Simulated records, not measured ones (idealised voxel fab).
process module | voxel air gaps
cross-section cut | 275 nm wide | cells 5 nm
A cross-section is a grid of square cells, given in bands from the top down. A band is one or more rows of cells.
Each band's line starts with the height of the band's top and of its bottom, in nm. Then come its materials from left to right, each with its width in nm. One material with "throughout" fills the band from edge to edge. "air" is empty space.
Height 0 is the level under which the wafer as received is all one material. The lowest band goes on downwards, as in "0 down".
A width such as "30 to 40" changes by the same amount from each row of cells to the next, from the band's top row to its bottom row.
"no change" after a step means that no cell of the cross-section changed.
closed voids: empty space of 8 cells or more with no open way to the top, each as width x height at its distance from the left edge, in nm
after a step's settings: what the simulator itself notes on the step
overlay nm, on a step with a mask: how far to the right of its planned place the mask lay; to the left if negative
plan
1 op RECEIVE | material Si
2 op CONFORMAL_DEP | material SiO2 | thk nm 10
3 op CONFORMAL_DEP | material SiCN | thk nm 5
4 op DIRECTIONAL_DEP | material SiO2 | thk nm 40
5 op DIRECTIONAL_DEP | material aC | thk nm 10
6 op PATTERN | tone open | mask id LINES | material resist | width nm 25 | pitch nm 55 | thk nm 30 | overlay nm 0
7 op DIRECTIONAL_ETCH | etch materials aC | depth nm 10
8 op STRIP | etch materials resist
9 op DIRECTIONAL_ETCH | etch materials SiO2 | depth nm 40
10 op STRIP | etch materials aC
11 op CONFORMAL_DEP | material TiN | thk nm 5
12 op FILL_DEP | material Ru | thk nm 10
13 op CMP | height nm 55
14 op EPI | material Ru | thk nm 10
15 op SELECTIVE_ETCH | etch materials SiO2 | depth nm 50
16 op CONFORMAL_DEP | material SiCN | thk nm 5
first wafer, as planned
as received, after step 1
  0 down: Si throughout
  closed voids: none
after step 2
  10 to 0: SiO2 throughout
  below 0: unchanged
after step 3
  15 to 10: SiCN throughout
  below 10: unchanged
after step 4
  55 to 15: SiO2 throughout
  below 15: unchanged
after step 5
  65 to 55: aC throughout
  below 55: unchanged
after step 6
  95 to 65: resist 70 | air 25 | resist 30 | air 25 | resist 30 | air 25 | resist 70
  below 65: unchanged
after step 7
  85 to 65: resist 70 | air 25 | resist 30 | air 25 | resist 30 | air 25 | resist 70
  65 to 55: aC 70 | air 25 | aC 30 | air 25 | aC 30 | air 25 | aC 70
  below 55: unchanged
after step 8
  65 to 55: aC 70 | air 25 | aC 30 | air 25 | aC 30 | air 25 | aC 70
  below 55: unchanged
after step 9
  65 to 55: aC 70 | air 25 | aC 30 | air 25 | aC 30 | air 25 | aC 70
  55 to 15: SiO2 70 | air 25 | SiO2 30 | air 25 | SiO2 30 | air 25 | SiO2 70
  below 15: unchanged
after step 10
  55 to 15: SiO2 70 | air 25 | SiO2 30 | air 25 | SiO2 30 | air 25 | SiO2 70
  below 15: unchanged
after step 11
  60 to 55: TiN 75 | air 15 | TiN 40 | air 15 | TiN 40 | air 15 | TiN 75
  55 to 20: SiO2 70 | TiN 5 | air 15 | TiN 5 | SiO2 30 | TiN 5 | air 15 | TiN 5 | SiO2 30 | TiN 5 | air 15 | TiN 5 | SiO2 70
  20 to 15: SiO2 70 | TiN 25 | SiO2 30 | TiN 25 | SiO2 30 | TiN 25 | SiO2 70
  below 15: unchanged
after step 12
  70 to 60: Ru throughout
  60 to 55: TiN 75 | Ru 15 | TiN 40 | Ru 15 | TiN 40 | Ru 15 | TiN 75
  55 to 20: SiO2 70 | TiN 5 | Ru 15 | TiN 5 | SiO2 30 | TiN 5 | Ru 15 | TiN 5 | SiO2 30 | TiN 5 | Ru 15 | TiN 5 | SiO2 70
  below 20: unchanged
after step 13
  55 to 20: SiO2 70 | TiN 5 | Ru 15 | TiN 5 | SiO2 30 | TiN 5 | Ru 15 | TiN 5 | SiO2 30 | TiN 5 | Ru 15 | TiN 5 | SiO2 70
  below 20: unchanged
after step 14
  65 to 55: air 60 | Ru 45 | air 10 | Ru 45 | air 10 | Ru 45 | air 60
  below 55: unchanged
after step 15
  65 to 55: air 60 | Ru 45 | air 10 | Ru 45 | air 10 | Ru 45 | air 60
  55 to 20: air 70 | TiN 5 | Ru 15 | TiN 5 | air 30 | TiN 5 | Ru 15 | TiN 5 | air 30 | TiN 5 | Ru 15 | TiN 5 | air 70
  20 to 15: air 70 | TiN 25 | air 30 | TiN 25 | air 30 | TiN 25 | air 70
  below 15: unchanged
after step 16
  70 to 65: air 55 | SiCN 165 | air 55
  65 to 55: air 55 | SiCN 5 | Ru 45 | SiCN 10 | Ru 45 | SiCN 10 | Ru 45 | SiCN 5 | air 55
  55 to 50: air 55 | SiCN 15 | TiN 5 | Ru 15 | TiN 5 | SiCN 30 | TiN 5 | Ru 15 | TiN 5 | SiCN 30 | TiN 5 | Ru 15 | TiN 5 | SiCN 15 | air 55
  50 to 20: air 65 | SiCN 5 | TiN 5 | Ru 15 | TiN 5 | SiCN 5 | air 20 | SiCN 5 | TiN 5 | Ru 15 | TiN 5 | SiCN 5 | air 20 | SiCN 5 | TiN 5 | Ru 15 | TiN 5 | SiCN 5 | air 65
  20 to 15: SiCN 70 | TiN 25 | SiCN 30 | TiN 25 | SiCN 30 | TiN 25 | SiCN 70
  below 15: unchanged
  closed voids: 20 x 30 at 100; 20 x 30 at 155
second wafer: like start, like plan, one mistake. Through step 5 it matches the first wafer
when step 6 should have ended
  95 to 65: resist 70 | air 30 | resist 25 | air 30 | resist 25 | air 30 | resist 65
  below 65: unchanged
when step 7 should have ended
  85 to 65: resist 70 | air 30 | resist 25 | air 30 | resist 25 | air 30 | resist 65
  65 to 55: aC 70 | air 30 | aC 25 | air 30 | aC 25 | air 30 | aC 65
  below 55: unchanged
when step 8 should have ended
  65 to 55: aC 70 | air 30 | aC 25 | air 30 | aC 25 | air 30 | aC 65
  below 55: unchanged
when step 9 should have ended
  65 to 55: aC 70 | air 30 | aC 25 | air 30 | aC 25 | air 30 | aC 65
  55 to 15: SiO2 70 | air 30 | SiO2 25 | air 30 | SiO2 25 | air 30 | SiO2 65
  below 15: unchanged
when step 10 should have ended
  55 to 15: SiO2 70 | air 30 | SiO2 25 | air 30 | SiO2 25 | air 30 | SiO2 65
  below 15: unchanged
when step 11 should have ended
  60 to 55: TiN 75 | air 20 | TiN 35 | air 20 | TiN 35 | air 20 | TiN 70
  55 to 20: SiO2 70 | TiN 5 | air 20 | TiN 5 | SiO2 25 | TiN 5 | air 20 | TiN 5 | SiO2 25 | TiN 5 | air 20 | TiN 5 | SiO2 65
  20 to 15: SiO2 70 | TiN 30 | SiO2 25 | TiN 30 | SiO2 25 | TiN 30 | SiO2 65
  below 15: unchanged
when step 12 should have ended
  70 to 60: Ru throughout
  60 to 55: TiN 75 | Ru 20 | TiN 35 | Ru 20 | TiN 35 | Ru 20 | TiN 70
  55 to 20: SiO2 70 | TiN 5 | Ru 20 | TiN 5 | SiO2 25 | TiN 5 | Ru 20 | TiN 5 | SiO2 25 | TiN 5 | Ru 20 | TiN 5 | SiO2 65
  below 20: unchanged
when step 13 should have ended
  55 to 20: SiO2 70 | TiN 5 | Ru 20 | TiN 5 | SiO2 25 | TiN 5 | Ru 20 | TiN 5 | SiO2 25 | TiN 5 | Ru 20 | TiN 5 | SiO2 65
  below 20: unchanged
when step 14 should have ended
  65 to 55: air 60 | Ru 50 | air 5 | Ru 50 | air 5 | Ru 50 | air 55
  below 55: unchanged
when step 15 should have ended
  65 to 55: air 60 | Ru 50 | air 5 | Ru 50 | air 5 | Ru 50 | air 55
  55 to 20: air 70 | TiN 5 | Ru 20 | TiN 5 | air 25 | TiN 5 | Ru 20 | TiN 5 | air 25 | TiN 5 | Ru 20 | TiN 5 | air 65
  20 to 15: air 70 | TiN 30 | air 25 | TiN 30 | air 25 | TiN 30 | air 65
  below 15: unchanged
when step 16 should have ended
  70 to 65: air 55 | SiCN 170 | air 50
  65 to 55: air 55 | SiCN 5 | Ru 50 | SiCN 5 | Ru 50 | SiCN 5 | Ru 50 | SiCN 5 | air 50
  55 to 50: air 55 | SiCN 15 | TiN 5 | Ru 20 | TiN 5 | SiCN 25 | TiN 5 | Ru 20 | TiN 5 | SiCN 25 | TiN 5 | Ru 20 | TiN 5 | SiCN 15 | air 50
  50 to 20: air 65 | SiCN 5 | TiN 5 | Ru 20 | TiN 5 | SiCN 5 | air 15 | SiCN 5 | TiN 5 | Ru 20 | TiN 5 | SiCN 5 | air 15 | SiCN 5 | TiN 5 | Ru 20 | TiN 5 | SiCN 5 | air 60
  20 to 15: SiCN 70 | TiN 30 | SiCN 25 | TiN 30 | SiCN 25 | TiN 30 | SiCN 65
  below 15: unchanged
  closed voids: 15 x 30 at 105; 15 x 30 at 160
what went wrong: step 6 ran as: op PATTERN | tone open | mask id LINES | material resist | width nm 30 | pitch nm 55 | thk nm 30 | overlay nm 0
at the end the second wafer has, in cells: 27 more of Ru | 8 fewer of SiCN | 3 more of TiN
